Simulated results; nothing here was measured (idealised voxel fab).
Module name: voxel transistor to metal (process module)
Each square cell in cross-section cut measures 5 nm, and the section as a whole is 205 nm wide.
A cross-section is written here as square cells arranged in a grid, and it is given in bands from the top down, each band taking up one or more rows of cells. Per band: top height and bottom height in nm, followed by the left-to-right materials and their widths in nm; "full width" marks a single material spanning edge to edge, "blank" marks empty space. Heights from 0 (as-received wafer is one material below). Bottom band endless downward, as "0..down". Width spec "30..40" -> top row of cells at first value, bottom row at second value, equal per-row change in between. No cell of the cross-section changed in a step that is given as "left unchanged". Under "Enclosed cavities" you'll find the enclosed gaps, the ones with no way out to the top, that are 8 cells or bigger; each reads width x height at distance, with distance counted from the left edge, everything in nm. It should be noted that, on the line of a given step, the content following the step's settings is a remark produced by the simulator itself with respect to that step. overlay nm, on a step with a mask: how far to the right of its planned place the mask lay; to the left if negative.
The planned process steps are enumerated hereunder
1 RECEIVE: material Si
2 CONFORMAL_DEP: material SiO2, thk nm 5
3 CONFORMAL_DEP: material SiN, thk nm 15
4 MASKED_ETCH: tone cover, mask id ACTIVE, width nm 115, etch materials SiN, depth nm 15, overlay nm 0
5 MASKED_ETCH: tone cover, mask id ACTIVE, width nm 115, etch materials SiO2, depth nm 5, overlay nm 0
6 MASKED_ETCH: tone cover, mask id ACTIVE, width nm 115, etch materials Si, depth nm 30, overlay nm 0
7 OXIDIZE: depth nm 5
8 FILL_DEP: material SiO2, thk nm 15
9 CMP: height nm 20
10 SELECTIVE_ETCH: etch materials SiO2, depth nm 5
11 STRIP: etch materials SiN
12 SELECTIVE_ETCH: etch materials SiO2, depth nm 5
13 OXIDIZE: depth nm 5
14 DIRECTIONAL_DEP: material polySi, thk nm 30
15 DIRECTIONAL_DEP: material SiCN, thk nm 10
16 MASKED_ETCH: tone cover, mask id GATE, width nm 25, etch materials SiCN, depth nm 20, overlay nm 0
17 MASKED_ETCH: tone cover, mask id GATE, width nm 25, etch materials polySi, depth nm 40, overlay nm 0
18 CONFORMAL_DEP: material SiN, thk nm 10
19 DIRECTIONAL_ETCH: etch materials SiN, depth nm 10
20 DIRECTIONAL_ETCH: etch materials SiO2, depth nm 5
21 DIRECTIONAL_ETCH: etch materials Si, depth nm 5
22 EPI: material SiGe, thk nm 5
23 FILL_DEP: material SiO2, thk nm 5
24 CMP: height nm 40
25 DIRECTIONAL_DEP: material SiO2, thk nm 15
26 DIRECTIONAL_DEP: material aC, thk nm 10
27 PATTERN: tone open, mask id CONTACT, material resist, width nm 20, pitch nm 85, thk nm 30, overlay nm 0
28 DIRECTIONAL_ETCH: etch materials aC, depth nm 10
29 STRIP: etch materials resist
30 DIRECTIONAL_ETCH: etch materials SiO2, depth nm 60
31 STRIP: etch materials aC
32 CONFORMAL_DEP: material TiN, thk nm 5
33 FILL_DEP: material W, thk nm 5
34 CMP: height nm 55
35 DIRECTIONAL_DEP: material TiN, thk nm 5
36 DIRECTIONAL_DEP: material W, thk nm 25
37 MASKED_ETCH: tone cover, mask id METAL_1, width nm 20, pitch nm 85, etch materials W, depth nm 25, overlay nm 0
38 MASKED_ETCH: tone cover, mask id METAL_1, width nm 20, pitch nm 85, etch materials TiN, depth nm 5, overlay nm 0
39 FILL_DEP: material lowk, thk nm 10
40 CMP: height nm 85
41 CONFORMAL_DEP: material SiCN, thk nm 5
42 DIRECTIONAL_DEP: material SiO2, thk nm 25
43 DIRECTIONAL_DEP: material aC, thk nm 15
44 PATTERN: tone open, mask id METAL_2, material resist, width nm 20, pitch nm 85, thk nm 30, overlay nm 0
45 DIRECTIONAL_ETCH: etch materials aC, depth nm 15
46 STRIP: etch materials resist
47 DIRECTIONAL_ETCH: etch materials SiO2, depth nm 15
48 STRIP: etch materials aC
49 DIRECTIONAL_DEP: material aC, thk nm 15
50 PATTERN: tone open, mask id METAL_2_HOLES, material resist, width nm 15, pitch nm 85, thk nm 30, overlay nm 0
51 DIRECTIONAL_ETCH: etch materials aC, depth nm 15
52 STRIP: etch materials resist
53 DIRECTIONAL_ETCH: etch materials SiO2, depth nm 10
54 DIRECTIONAL_ETCH: etch materials SiCN, depth nm 5
55 STRIP: etch materials aC
56 CONFORMAL_DEP: material TiN, thk nm 5
57 FILL_DEP: material Ru, thk nm 10
58 CMP: height nm 115
59 CONFORMAL_DEP: material SiCN, thk nm 5
Here's what the wafer looked like in cross-section when it arrived - that's after step 1
> 0..down  Si full width
> Enclosed cavities: none
The cross-section shown corresponds to the wafer at the conclusion of the module. The initial structure and the process plan are those presented above; however, one mistake occurred in executing the plan
> 120..115  SiCN full width
> 115..105  SiO2 50 nm, TiN 5 nm, Ru 10 nm, TiN 5 nm, SiO2 65 nm, TiN 5 nm, Ru 10 nm, TiN 5 nm, SiO2 50 nm
> 105..95  SiO2 50 nm, TiN 5 nm, Ru 5 nm, TiN 10..5 nm, SiO2 65..70 nm, TiN 5 nm, Ru 5 nm, TiN 10..5 nm, SiO2 50..55 nm
> 95..90  SiO2 50 nm, TiN 15 nm, SiO2 70 nm, TiN 15 nm, SiO2 55 nm
> 90..85  SiN full width
> 85..60  lowk 50 nm, W 20 nm, lowk 65 nm, W 20 nm, lowk 50 nm
> 60..55  lowk 50 nm, TiN 20 nm, lowk 65 nm, TiN 20 nm, lowk 50 nm
> 55..40  SiO2 50 nm, TiN 5 nm, W 10 nm, TiN 5 nm, SiO2 65 nm, TiN 5 nm, W 10 nm, TiN 5 nm, SiO2 50 nm
> 40..30  SiO2 50 nm, TiN 5 nm, W 10 nm, TiN 5 nm, SiO2 10 nm, SiN 10 nm, SiCN 25 nm, SiN 10 nm, SiO2 10 nm, TiN 5 nm, W 10 nm, TiN 5 nm, SiO2 50 nm
> 30..10  SiO2 50 nm, TiN 5 nm, W 10 nm, TiN 5 nm, SiO2 10 nm, SiN 10 nm, polySi 25 nm, SiN 10 nm, SiO2 10 nm, TiN 5 nm, W 10 nm, TiN 5 nm, SiO2 50 nm
> 10..0  SiO2 40 nm, SiN 10 nm, TiN 5 nm, W 10 nm, TiN 5 nm, SiO2 10 nm, SiN 10 nm, polySi 25 nm, SiN 10 nm, SiO2 10 nm, TiN 5 nm, W 10 nm, TiN 5 nm, SiN 10 nm, SiO2 40 nm
> 0..-5  SiO2 50 nm, TiN 20 nm, SiO2 5 nm, SiGe 5 nm, SiO2 45 nm, SiGe 5 nm, SiO2 5 nm, TiN 20 nm, SiO2 50 nm
> -5..-10  SiO2 50 nm, SiGe 30 nm, Si 45 nm, SiGe 30 nm, SiO2 50 nm
> -10..-35  SiO2 50 nm, Si 105 nm, SiO2 50 nm
> -35..down  Si full width
> Enclosed cavities: none
What went wrong in running the wafer? step 41: run off-plan, actual operation and settings CONFORMAL_DEP: material SiN, thk nm 5
